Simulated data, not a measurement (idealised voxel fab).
process module | voxel double patterning
Section cut is 265 nm wide and gridded with 5 nm square cells.
When this document writes out a cross-section, it uses a grid of square cells and lists it as bands, beginning at the top and moving down, with a band standing for one or more rows of cells.
For a band, the entry starts with two heights in nm, that of the top and then that of the bottom, and carries on with the band's materials in order from left to right, each alongside its width in nm; the word "all across" beside a single material means it fills the band edge to edge, and "empty" means empty space.
Height reference: 0 = level under which incoming wafer is all one material. Lowest band: no bottom, runs on downward, e.g. "top 0, no bottom".
You'd read "30 to 40" like this: the band's top row of cells is as wide as the first number, its bottom row is as wide as the second, and going down, every row changes width by the same amount as the row before did.
Step note "nothing got changed" = no cross-section cell changed.
"Closed cavities": sealed empty spaces, 8 cells or more, no open way to top, listed width x height at distance, with distance from the left edge and width, height and distance in nm.
Note: text after step settings on the step line = simulator remark on that step.
The optional step-line setting "overlay nm" applies to steps with a mask and quantifies how far to the right of its planned location the mask lay, a negative value indicating leftward placement.

# The process steps that were planned are listed below
1 RECEIVE, material Si
2 CONFORMAL_DEP, material SiO2, thk nm 10
3 DIRECTIONAL_DEP, material W, thk nm 20
4 DIRECTIONAL_DEP, material SiCN, thk nm 10
5 DIRECTIONAL_DEP, material aC, thk nm 10
6 PATTERN, tone open, mask id FIRST, material resist, width nm 15, pitch nm 50, thk nm 30, overlay nm 0
7 DIRECTIONAL_ETCH, etch materials aC, depth nm 10
8 STRIP, etch materials resist
9 DIRECTIONAL_ETCH, etch materials SiCN, depth nm 10
10 STRIP, etch materials aC
11 MASKED_ETCH, tone open, mask id SECOND, width nm 15, etch materials SiCN, depth nm 10, overlay nm 0
12 DIRECTIONAL_ETCH, etch materials W, depth nm 20
13 STRIP, etch materials SiCN

# The cross-section here shows the wafer as received, i.e. in its state after step 1
> top 0, no bottom: Si all across
> Closed cavities: none

# First of two wafers at the end of the module, shown in cross-section; run carried out as planned
> top 30, bottom 10: 100 nm W / 15 nm empty / 10 nm W / 15 nm empty / 10 nm W / 15 nm empty / 100 nm W
> top 10, bottom 0: SiO2 all across
> top 0, no bottom: Si all across
> Closed cavities: none

# second wafer at the end: like start, like plan, one mistake
> top 30, bottom 10: 100 nm W / 15 nm empty / 10 nm W / 20 nm empty / 5 nm W / 15 nm empty / 100 nm W
> top 10, bottom 0: SiO2 all across
> top 0, no bottom: Si all across
> Closed cavities: none
Processing error: step 11 was run on a setting that differed from the plan, and what really ran there is MASKED_ETCH, tone open, mask id SECOND, width nm 20, etch materials SiCN, depth nm 10, overlay nm 0
At the finish, the second wafer shows more or fewer cells for some materials than the first does: -4 W
